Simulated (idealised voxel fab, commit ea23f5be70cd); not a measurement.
The name of this process module is voxel fin reveal.
Xsec cut, 220 nm wide, square cell size 5 nm.
How to read a cross-section here: the picture is a grid of square cells, written as bands going from the top down, and any band can span one or more rows of cells. Heads up on the band format: heights come first, top then bottom, in nm. After that it's the materials left to right, each with its width in nm. A single material flagged "all across" fills the whole band edge to edge, and "air" means there's empty space there. Height datum 0, below which the as-received substrate wafer is one material. Lowest band open at the bottom, running downward: "0 -> down". Read "30->40" as a graded width: first number on top, second number at the bottom, same change between each pair of neighbouring rows. What does "left unchanged" mean for a step? It means no cell of the cross-section changed in that step. "Enclosed empty spaces": empty spaces of 8 cells or more with no open way to the top, each given as width x height at distance, distance from the left edge, all in nm. Note: text after step settings on the step line = simulator remark on that step. If you see "overlay nm" on a step's line and that step has a mask, it's telling you how far right of where it was planned the mask ended up; a negative number means it went left instead. Read each pair as before and after one process step. The after cross-section shows only down to the lowest band that changed. The step between them and its settings are given below the pair. Pairs can come from different runs of this module on the same starting wafer. A pair continues from the pair above only where its "Before processing" entry says so.

Before processing:
    0 -> down | Si all across
    Enclosed empty spaces: none

Structure After Step:
    10 -> 0 | SiN all across
    Heights below 0 show no change.
    Enclosed empty spaces: none
What was done to get from the before section above to the after section? CONFORMAL_DEP: material SiN, thk nm 10

Before processing: Please consult the pair immediately above; the cross-section it shows after its step is the state before this step.

Structure After Step:
    10 -> 0 | air 65 nm, then SiN 15 nm, then air 20 nm, then SiN 15 nm, then air 20 nm, then SiN 15 nm, then air 70 nm
    Heights below 0 show no change.
    Enclosed empty spaces: none
What was done to get from the before section above to the after section? MASKED_ETCH: tone cover, mask id FINS, width nm 15, pitch nm 35, etch materials SiN, depth nm 10, overlay nm 0

Before processing: Please consult the pair immediately above; the cross-section it shows after its step is the state before this step.

Structure After Step:
    10 -> 0 | air 65 nm, then SiN 15 nm, then air 20 nm, then SiN 15 nm, then air 20 nm, then SiN 15 nm, then air 70 nm
    0 -> -40 | air 65 nm, then Si 15 nm, then air 20 nm, then Si 15 nm, then air 20 nm, then Si 15 nm, then air 70 nm
    Heights below -40 show no change.
    Enclosed empty spaces: none
What was done to get from the before section above to the after section? MASKED_ETCH: tone cover, mask id FINS, width nm 15, pitch nm 35, etch materials Si, depth nm 40, overlay nm 0

Before processing: Please consult the pair immediately above; the cross-section it shows after its step is the state before this step.

Structure After Step:
    10 -> 0 | air 65 nm, then SiN 15 nm, then air 20 nm, then SiN 15 nm, then air 20 nm, then SiN 15 nm, then air 70 nm
    0 -> -40 | air 65 nm, then SiO2 5 nm, then Si 5 nm, then SiO2 5 nm, then air 20 nm, then SiO2 5 nm, then Si 5 nm, then SiO2 5 nm, then air 20 nm, then SiO2 5 nm, then Si 5 nm, then SiO2 5 nm, then air 70 nm
    -40 -> -45 | SiO2 70 nm, then Si 5 nm, then SiO2 30 nm, then Si 5 nm, then SiO2 30 nm, then Si 5 nm, then SiO2 75 nm
    Heights below -45 show no change.
    Enclosed empty spaces: none
What was done to get from the before section above to the after section? OXIDIZE: depth nm 5

Before processing: Please consult the pair immediately above; the cross-section it shows after its step is the state before this step.

Structure After Step:
    25 -> 10 | SiO2 all across
    10 -> 0 | SiO2 65 nm, then SiN 15 nm, then SiO2 20 nm, then SiN 15 nm, then SiO2 20 nm, then SiN 15 nm, then SiO2 70 nm
    0 -> -45 | SiO2 70 nm, then Si 5 nm, then SiO2 30 nm, then Si 5 nm, then SiO2 30 nm, then Si 5 nm, then SiO2 75 nm
    Heights below -45 show no change.
    Enclosed empty spaces: none
What was done to get from the before section above to the after section? FILL_DEP: material SiO2, thk nm 15

Before processing: Please consult the pair immediately above; the cross-section it shows after its step is the state before this step.

Structure After Step:
    10 -> 0 | SiO2 65 nm, then SiN 15 nm, then SiO2 20 nm, then SiN 15 nm, then SiO2 20 nm, then SiN 15 nm, then SiO2 70 nm
    Heights below 0 show no change.
    Enclosed empty spaces: none
What was done to get from the before section above to the after section? CMP: height nm 10

Before processing: Please consult the pair immediately above; the cross-section it shows after its step is the state before this step.

Structure After Step:
    10 -> 0 | air 65 nm, then SiN 15 nm, then air 20 nm, then SiN 15 nm, then air 20 nm, then SiN 15 nm, then air 70 nm
    0 -> -20 | air 70 nm, then Si 5 nm, then air 30 nm, then Si 5 nm, then air 30 nm, then Si 5 nm, then air 75 nm
    Heights below -20 show no change.
    Enclosed empty spaces: none
What was done to get from the before section above to the after section? SELECTIVE_ETCH: etch materials SiO2, depth nm 30

Before processing: Please consult the pair immediately above; the cross-section it shows after its step is the state before this step.

Structure After Step:
    0 -> -20 | air 70 nm, then Si 5 nm, then air 30 nm, then Si 5 nm, then air 30 nm, then Si 5 nm, then air 75 nm
    Heights below -20 show no change.
    Enclosed empty spaces: none
What was done to get from the before section above to the after section? STRIP: etch materials SiN

Before processing:
    10 -> 0 | air 65 nm, then SiN 15 nm, then air 20 nm, then SiN 15 nm, then air 20 nm, then SiN 15 nm, then air 70 nm
    0 -> -20 | air 70 nm, then Si 5 nm, then air 30 nm, then Si 5 nm, then air 30 nm, then Si 5 nm, then air 75 nm
    -20 -> -45 | SiO2 70 nm, then Si 5 nm, then SiO2 30 nm, then Si 5 nm, then SiO2 30 nm, then Si 5 nm, then SiO2 75 nm
    -45 -> down | Si all across
    Enclosed empty spaces: none

Structure After Step:
    10 -> 0 | air 65 nm, then SiN 15 nm, then air 20 nm, then SiN 15 nm, then air 20 nm, then SiN 15 nm, then air 70 nm
    0 -> -45 | air 70 nm, then Si 5 nm, then air 30 nm, then Si 5 nm, then air 30 nm, then Si 5 nm, then air 75 nm
    Heights below -45 show no change.
    Enclosed empty spaces: none
What was done to get from the before section above to the after section? SELECTIVE_ETCH: etch materials SiO2, depth nm 30

Before processing: Please consult the pair immediately above; the cross-section it shows after its step is the state before this step.

Structure After Step:
    0 -> -45 | air 70 nm, then Si 5 nm, then air 30 nm, then Si 5 nm, then air 30 nm, then Si 5 nm, then air 75 nm
    Heights below -45 show no change.
    Enclosed empty spaces: none
What was done to get from the before section above to the after section? STRIP: etch materials SiN

Before processing:
    10 -> 0 | SiO2 65 nm, then SiN 15 nm, then SiO2 20 nm, then SiN 15 nm, then SiO2 20 nm, then SiN 15 nm, then SiO2 70 nm
    0 -> -45 | SiO2 70 nm, then Si 5 nm, then SiO2 30 nm, then Si 5 nm, then SiO2 30 nm, then Si 5 nm, then SiO2 75 nm
    -45 -> down | Si all across
    Enclosed empty spaces: none

Structure After Step:
    10 -> 0 | SiO2 65 nm, then air 15 nm, then SiO2 20 nm, then air 15 nm, then SiO2 20 nm, then air 15 nm, then SiO2 70 nm
    Heights below 0 show no change.
    Enclosed empty spaces: none
What was done to get from the before section above to the after section? STRIP: etch materials SiN

Before processing: Please consult the pair immediately above; the cross-section it shows after its step is the state before this step.

Structure After Step:
    0 -> -20 | air 70 nm, then Si 5 nm, then air 30 nm, then Si 5 nm, then air 30 nm, then Si 5 nm, then air 75 nm
    -20 -> -30 | SiO2 35 nm, then air 35 nm, then Si 5 nm, then air 30 nm, then Si 5 nm, then air 30 nm, then Si 5 nm, then air 35 nm, then SiO2 40 nm
    Heights below -30 show no change.
    Enclosed empty spaces: none
What was done to get from the before section above to the after section? SELECTIVE_ETCH: etch materials SiO2, depth nm 30

Before processing:
    10 -> 0 | air 65 nm, then SiN 15 nm, then air 20 nm, then SiN 15 nm, then air 20 nm, then SiN 15 nm, then air 70 nm
    0 -> down | Si all across
    Enclosed empty spaces: none

Structure After Step:
    10 -> 0 | air 65 nm, then SiN 15 nm, then air 20 nm, then SiN 15 nm, then air 20 nm, then SiN 15 nm, then air 70 nm
    0 -> -45 | air 65 nm, then Si 15 nm, then air 20 nm, then Si 15 nm, then air 20 nm, then Si 15 nm, then air 70 nm
    Heights below -45 show no change.
    Enclosed empty spaces: none
What was done to get from the before section above to the after section? MASKED_ETCH: tone cover, mask id FINS, width nm 15, pitch nm 35, etch materials Si, depth nm 45, overlay nm 0

Before processing: Please consult the pair immediately above; the cross-section it shows after its step is the state before this step.

Structure After Step:
    10 -> 0 | air 65 nm, then SiN 15 nm, then air 20 nm, then SiN 15 nm, then air 20 nm, then SiN 15 nm, then air 70 nm
    0 -> -45 | air 65 nm, then SiO2 5 nm, then Si 5 nm, then SiO2 5 nm, then air 20 nm, then SiO2 5 nm, then Si 5 nm, then SiO2 5 nm, then air 20 nm, then SiO2 5 nm, then Si 5 nm, then SiO2 5 nm, then air 70 nm
    -45 -> -50 | SiO2 70 nm, then Si 5 nm, then SiO2 30 nm, then Si 5 nm, then SiO2 30 nm, then Si 5 nm, then SiO2 75 nm
    Heights below -50 show no change.
    Enclosed empty spaces: none
What was done to get from the before section above to the after section? OXIDIZE: depth nm 5

Before processing: Please consult the pair immediately above; the cross-section it shows after its step is the state before this step.

Structure After Step:
    25 -> 10 | SiO2 all across
    10 -> 0 | SiO2 65 nm, then SiN 15 nm, then SiO2 20 nm, then SiN 15 nm, then SiO2 20 nm, then SiN 15 nm, then SiO2 70 nm
    0 -> -50 | SiO2 70 nm, then Si 5 nm, then SiO2 30 nm, then Si 5 nm, then SiO2 30 nm, then Si 5 nm, then SiO2 75 nm
    Heights below -50 show no change.
    Enclosed empty spaces: none
What was done to get from the before section above to the after section? FILL_DEP: material SiO2, thk nm 15

Before processing: Please consult the pair immediately above; the cross-section it shows after its step is the state before this step.

Structure After Step:
    10 -> 0 | SiO2 65 nm, then SiN 15 nm, then SiO2 20 nm, then SiN 15 nm, then SiO2 20 nm, then SiN 15 nm, then SiO2 70 nm
    Heights below 0 show no change.
    Enclosed empty spaces: none
What was done to get from the before section above to the after section? CMP: height nm 10

Before processing: Please consult the pair immediately above; the cross-section it shows after its step is the state before this step.

Structure After Step:
    10 -> 0 | air 65 nm, then SiN 15 nm, then air 20 nm, then SiN 15 nm, then air 20 nm, then SiN 15 nm, then air 70 nm
    0 -> -20 | air 70 nm, then Si 5 nm, then air 30 nm, then Si 5 nm, then air 30 nm, then Si 5 nm, then air 75 nm
    Heights below -20 show no change.
    Enclosed empty spaces: none
What was done to get from the before section above to the after section? SELECTIVE_ETCH: etch materials SiO2, depth nm 30

Before processing: Please consult the pair immediately above; the cross-section it shows after its step is the state before this step.

Structure After Step:
    0 -> -20 | air 70 nm, then Si 5 nm, then air 30 nm, then Si 5 nm, then air 30 nm, then Si 5 nm, then air 75 nm
    Heights below -20 show no change.
    Enclosed empty spaces: none
What was done to get from the before section above to the after section? STRIP: etch materials SiN

Before processing:
    10 -> 0 | SiN all across
    0 -> down | Si all across
    Enclosed empty spaces: none

Structure After Step:
    10 -> 0 | air 65 nm, then SiN 20 nm, then air 15 nm, then SiN 20 nm, then air 15 nm, then SiN 20 nm, then air 65 nm
    Heights below 0 show no change.
    Enclosed empty spaces: none
What was done to get from the before section above to the after section? MASKED_ETCH: tone cover, mask id FINS, width nm 20, pitch nm 35, etch materials SiN, depth nm 10, overlay nm 0

Before processing: Please consult the pair immediately above; the cross-section it shows after its step is the state before this step.

Structure After Step:
    10 -> 0 | air 65 nm, then SiN 20 nm, then air 15 nm, then SiN 20 nm, then air 15 nm, then SiN 20 nm, then air 65 nm
    0 -> -40 | air 65 nm, then Si 20 nm, then air 15 nm, then Si 20 nm, then air 15 nm, then Si 20 nm, then air 65 nm
    Heights below -40 show no change.
    Enclosed empty spaces: none
What was done to get from the before section above to the after section? MASKED_ETCH: tone cover, mask id FINS, width nm 15, pitch nm 35, etch materials Si, depth nm 40, overlay nm 0

Before processing: Please consult the pair immediately above; the cross-section it shows after its step is the state before this step.

Structure After Step:
    10 -> 0 | air 65 nm, then SiN 20 nm, then air 15 nm, then SiN 20 nm, then air 15 nm, then SiN 20 nm, then air 65 nm
    0 -> -40 | air 65 nm, then SiO2 5 nm, then Si 10 nm, then SiO2 5 nm, then air 15 nm, then SiO2 5 nm, then Si 10 nm, then SiO2 5 nm, then air 15 nm, then SiO2 5 nm, then Si 10 nm, then SiO2 5 nm, then air 65 nm
    -40 -> -45 | SiO2 70 nm, then Si 10 nm, then SiO2 25 nm, then Si 10 nm, then SiO2 25 nm, then Si 10 nm, then SiO2 70 nm
    Heights below -45 show no change.
    Enclosed empty spaces: none
What was done to get from the before section above to the after section? OXIDIZE: depth nm 5

Before processing: Please consult the pair immediately above; the cross-section it shows after its step is the state before this step.

Structure After Step:
    25 -> 10 | SiO2 all across
    10 -> 0 | SiO2 65 nm, then SiN 20 nm, then SiO2 15 nm, then SiN 20 nm, then SiO2 15 nm, then SiN 20 nm, then SiO2 65 nm
    0 -> -45 | SiO2 70 nm, then Si 10 nm, then SiO2 25 nm, then Si 10 nm, then SiO2 25 nm, then Si 10 nm, then SiO2 70 nm
    Heights below -45 show no change.
    Enclosed empty spaces: none
What was done to get from the before section above to the after section? FILL_DEP: material SiO2, thk nm 15

Before processing: Please consult the pair immediately above; the cross-section it shows after its step is the state before this step.

Structure After Step:
    10 -> 0 | SiO2 65 nm, then SiN 20 nm, then SiO2 15 nm, then SiN 20 nm, then SiO2 15 nm, then SiN 20 nm, then SiO2 65 nm
    Heights below 0 show no change.
    Enclosed empty spaces: none
What was done to get from the before section above to the after section? CMP: height nm 10

Before processing: Please consult the pair immediately above; the cross-section it shows after its step is the state before this step.

Structure After Step:
    10 -> 0 | air 65 nm, then SiN 20 nm, then air 15 nm, then SiN 20 nm, then air 15 nm, then SiN 20 nm, then air 65 nm
    0 -> -20 | air 70 nm, then Si 10 nm, then air 25 nm, then Si 10 nm, then air 25 nm, then Si 10 nm, then air 70 nm
    Heights below -20 show no change.
    Enclosed empty spaces: none
What was done to get from the before section above to the after section? SELECTIVE_ETCH: etch materials SiO2, depth nm 30

Before processing: Please consult the pair immediately above; the cross-section it shows after its step is the state before this step.

Structure After Step:
    0 -> -20 | air 70 nm, then Si 10 nm, then air 25 nm, then Si 10 nm, then air 25 nm, then Si 10 nm, then air 70 nm
    Heights below -20 show no change.
    Enclosed empty spaces: none
What was done to get from the before section above to the after section? STRIP: etch materials SiN

Before processing:
    10 -> 0 | air 65 nm, then SiN 15 nm, then air 20 nm, then SiN 15 nm, then air 20 nm, then SiN 15 nm, then air 70 nm
    0 -> down | Si all across
    Enclosed empty spaces: none

Structure After Step:
    10 -> 0 | air 65 nm, then SiN 15 nm, then air 20 nm, then SiN 15 nm, then air 20 nm, then SiN 15 nm, then air 70 nm
    0 -> -40 | air 65 nm, then Si 25 nm, then air 10 nm, then Si 25 nm, then air 10 nm, then Si 25 nm, then air 60 nm
    Heights below -40 show no change.
    Enclosed empty spaces: none
What was done to get from the before section above to the after section? MASKED_ETCH: tone cover, mask id FINS, width nm 15, pitch nm 35, etch materials Si, depth nm 40, overlay nm 10

Before processing: Please consult the pair immediately above; the cross-section it shows after its step is the state before this step.

Structure After Step:
    10 -> 0 | air 65 nm, then SiN 15 nm, then air 20 nm, then SiN 15 nm, then air 20 nm, then SiN 15 nm, then air 70 nm
    0 -> -5 | air 65 nm, then SiO2 5 nm, then Si 5 nm, then SiO2 15 nm, then air 10 nm, then SiO2 5 nm, then Si 5 nm, then SiO2 15 nm, then air 10 nm, then SiO2 5 nm, then Si 5 nm, then SiO2 15 nm, then air 60 nm
    -5 -> -40 | air 65 nm, then SiO2 5 nm, then Si 15 nm, then SiO2 5 nm, then air 10 nm, then SiO2 5 nm, then Si 15 nm, then SiO2 5 nm, then air 10 nm, then SiO2 5 nm, then Si 15 nm, then SiO2 5 nm, then air 60 nm
    -40 -> -45 | SiO2 70 nm, then Si 15 nm, then SiO2 20 nm, then Si 15 nm, then SiO2 20 nm, then Si 15 nm, then SiO2 65 nm
    Heights below -45 show no change.
    Enclosed empty spaces: none
What was done to get from the before section above to the after section? OXIDIZE: depth nm 5

Before processing: Please consult the pair immediately above; the cross-section it shows after its step is the state before this step.

Structure After Step:
    25 -> 10 | SiO2 all across
    10 -> 0 | SiO2 65 nm, then SiN 15 nm, then SiO2 20 nm, then SiN 15 nm, then SiO2 20 nm, then SiN 15 nm, then SiO2 70 nm
    0 -> -5 | SiO2 70 nm, then Si 5 nm, then SiO2 30 nm, then Si 5 nm, then SiO2 30 nm, then Si 5 nm, then SiO2 75 nm
    -5 -> -45 | SiO2 70 nm, then Si 15 nm, then SiO2 20 nm, then Si 15 nm, then SiO2 20 nm, then Si 15 nm, then SiO2 65 nm
    Heights below -45 show no change.
    Enclosed empty spaces: none
What was done to get from the before section above to the after section? FILL_DEP: material SiO2, thk nm 15

Before processing: Please consult the pair immediately above; the cross-section it shows after its step is the state before this step.

Structure After Step:
    10 -> 0 | SiO2 65 nm, then SiN 15 nm, then SiO2 20 nm, then SiN 15 nm, then SiO2 20 nm, then SiN 15 nm, then SiO2 70 nm
    Heights below 0 show no change.
    Enclosed empty spaces: none
What was done to get from the before section above to the after section? CMP: height nm 10

Before processing: Please consult the pair immediately above; the cross-section it shows after its step is the state before this step.

Structure After Step:
    10 -> 0 | air 65 nm, then SiN 15 nm, then air 20 nm, then SiN 15 nm, then air 20 nm, then SiN 15 nm, then air 70 nm
    0 -> -5 | air 70 nm, then Si 5 nm, then air 30 nm, then Si 5 nm, then air 30 nm, then Si 5 nm, then air 75 nm
    -5 -> -20 | air 70 nm, then Si 15 nm, then air 20 nm, then Si 15 nm, then air 20 nm, then Si 15 nm, then air 65 nm
    Heights below -20 show no change.
    Enclosed empty spaces: none
What was done to get from the before section above to the after section? SELECTIVE_ETCH: etch materials SiO2, depth nm 30

Before processing: Please consult the pair immediately above; the cross-section it shows after its step is the state before this step.

Structure After Step:
    0 -> -5 | air 70 nm, then Si 5 nm, then air 30 nm, then Si 5 nm, then air 30 nm, then Si 5 nm, then air 75 nm
    Heights below -5 show no change.
    Enclosed empty spaces: none
What was done to get from the before section above to the after section? STRIP: etch materials SiN

Before processing:
    10 -> 0 | air 65 nm, then SiN 15 nm, then air 20 nm, then SiN 15 nm, then air 20 nm, then SiN 15 nm, then air 70 nm
    0 -> -40 | air 65 nm, then SiO2 5 nm, then Si 5 nm, then SiO2 5 nm, then air 20 nm, then SiO2 5 nm, then Si 5 nm, then SiO2 5 nm, then air 20 nm, then SiO2 5 nm, then Si 5 nm, then SiO2 5 nm, then air 70 nm
    -40 -> -45 | SiO2 70 nm, then Si 5 nm, then SiO2 30 nm, then Si 5 nm, then SiO2 30 nm, then Si 5 nm, then SiO2 75 nm
    -45 -> down | Si all across
    Enclosed empty spaces: none

Structure After Step:
    25 -> 0 | SiN all across
    0 -> -40 | SiN 65 nm, then SiO2 5 nm, then Si 5 nm, then SiO2 5 nm, then SiN 20 nm, then SiO2 5 nm, then Si 5 nm, then SiO2 5 nm, then SiN 20 nm, then SiO2 5 nm, then Si 5 nm, then SiO2 5 nm, then SiN 70 nm
    Heights below -40 show no change.
    Enclosed empty spaces: none
What was done to get from the before section above to the after section? FILL_DEP: material SiN, thk nm 15

Before processing: Please consult the pair immediately above; the cross-section it shows after its step is the state before this step.

Structure After Step:
    10 -> 0 | SiN all across
    Heights below 0 show no change.
    Enclosed empty spaces: none
What was done to get from the before section above to the after section? CMP: height nm 10

Before processing: Please consult the pair immediately above; the cross-section it shows after its step is the state before this step.

Structure After Step:
    0 -> -40 | air 65 nm, then SiO2 5 nm, then Si 5 nm, then SiO2 5 nm, then air 20 nm, then SiO2 5 nm, then Si 5 nm, then SiO2 5 nm, then air 20 nm, then SiO2 5 nm, then Si 5 nm, then SiO2 5 nm, then air 70 nm
    Heights below -40 show no change.
    Enclosed empty spaces: none
What was done to get from the before section above to the after section? STRIP: etch materials SiN

Before processing:
    10 -> 0 | SiN all across
    0 -> down | Si all across
    Enclosed empty spaces: none

Structure After Step:
    10 -> 0 | SiN 65 nm, then air 15 nm, then SiN 20 nm, then air 15 nm, then SiN 20 nm, then air 15 nm, then SiN 70 nm
    Heights below 0 show no change.
    Enclosed empty spaces: none
What was done to get from the before section above to the after section? MASKED_ETCH: tone open, mask id FINS, width nm 15, pitch nm 35, etch materials SiN, depth nm 10, overlay nm 0

Before processing: Please consult the pair immediately above; the cross-section it shows after its step is the state before this step.

Structure After Step:
    10 -> 0 | SiN 65 nm, then air 15 nm, then SiN 20 nm, then air 15 nm, then SiN 20 nm, then air 15 nm, then SiN 70 nm
    0 -> -5 | Si 60 nm, then SiO2 25 nm, then Si 10 nm, then SiO2 25 nm, then Si 10 nm, then SiO2 25 nm, then Si 65 nm
    Heights below -5 show no change.
    Enclosed empty spaces: none
What was done to get from the before section above to the after section? OXIDIZE: depth nm 5

Before processing: Please consult the pair immediately above; the cross-section it shows after its step is the state before this step.

Structure After Step:
    25 -> 10 | SiO2 all across
    10 -> 0 | SiN 65 nm, then SiO2 15 nm, then SiN 20 nm, then SiO2 15 nm, then SiN 20 nm, then SiO2 15 nm, then SiN 70 nm
    Heights below 0 show no change.
    Enclosed empty spaces: none
What was done to get from the before section above to the after section? FILL_DEP: material SiO2, thk nm 15

Before processing: Please consult the pair immediately above; the cross-section it shows after its step is the state before this step.

Structure After Step:
    10 -> 0 | SiN 65 nm, then SiO2 15 nm, then SiN 20 nm, then SiO2 15 nm, then SiN 20 nm, then SiO2 15 nm, then SiN 70 nm
    Heights below 0 show no change.
    Enclosed empty spaces: none
What was done to get from the before section above to the after section? CMP: height nm 10

Before processing: Please consult the pair immediately above; the cross-section it shows after its step is the state before this step.

Structure After Step:
    10 -> 0 | SiN 65 nm, then air 15 nm, then SiN 20 nm, then air 15 nm, then SiN 20 nm, then air 15 nm, then SiN 70 nm
    0 -> -5 | Si 60 nm, then air 25 nm, then Si 10 nm, then air 25 nm, then Si 10 nm, then air 25 nm, then Si 65 nm
    Heights below -5 show no change.
    Enclosed empty spaces: none
What was done to get from the before section above to the after section? SELECTIVE_ETCH: etch materials SiO2, depth nm 30

Before processing: Please consult the pair immediately above; the cross-section it shows after its step is the state before this step.

Structure After Step:
    0 -> -5 | Si 60 nm, then air 25 nm, then Si 10 nm, then air 25 nm, then Si 10 nm, then air 25 nm, then Si 65 nm
    Heights below -5 show no change.
    Enclosed empty spaces: none
What was done to get from the before section above to the after section? STRIP: etch materials SiN
